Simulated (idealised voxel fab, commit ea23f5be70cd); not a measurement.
process module | voxel tone inversion
cross-section cut | 145 nm wide | cells 5 nm
A cross-section is a grid of square cells, given in bands from the top down. A band is one or more rows of cells.
Each band's line starts with the height of the band's top and of its bottom, in nm. Then come its materials from left to right, each with its width in nm. One material with "throughout" fills the band from edge to edge. "air" is empty space.
Height 0 is the level under which the wafer as received is all one material. The lowest band goes on downwards, as in "0 down".
A width such as "30 to 40" changes by the same amount from each row of cells to the next, from the band's top row to its bottom row.
"no change" after a step means that no cell of the cross-section changed.
closed voids: empty space of 8 cells or more with no open way to the top, each as width x height at its distance from the left edge, in nm
after a step's settings: what the simulator itself notes on the step
overlay nm, on a step with a mask: how far to the right of its planned place the mask lay; to the left if negative
plan
1 op RECEIVE | material Si
2 op CONFORMAL_DEP | material SiN | thk nm 5
3 op DIRECTIONAL_DEP | material aC | thk nm 25
4 op PATTERN | tone cover | mask id POSTS | material resist | width nm 15 | pitch nm 35 | thk nm 30 | overlay nm 0
5 op DIRECTIONAL_ETCH | etch materials aC | depth nm 25
6 op STRIP | etch materials resist
7 op FILL_DEP | material lowk | thk nm 5
8 op CMP | height nm 30
9 op STRIP | etch materials aC
10 op CONFORMAL_DEP | material TiN | thk nm 5
11 op FILL_DEP | material W | thk nm 5
12 op CMP | height nm 30
13 op CONFORMAL_DEP | material SiN | thk nm 5
as received, after step 1
  0 down: Si throughout
  closed voids: none
a wafer at the end: this start, this plan, one mistake
  35 to 25: SiN throughout
  25 to 0: aC throughout
  0 down: Si throughout
  closed voids: none
what went wrong: steps 2 and 3 were swapped
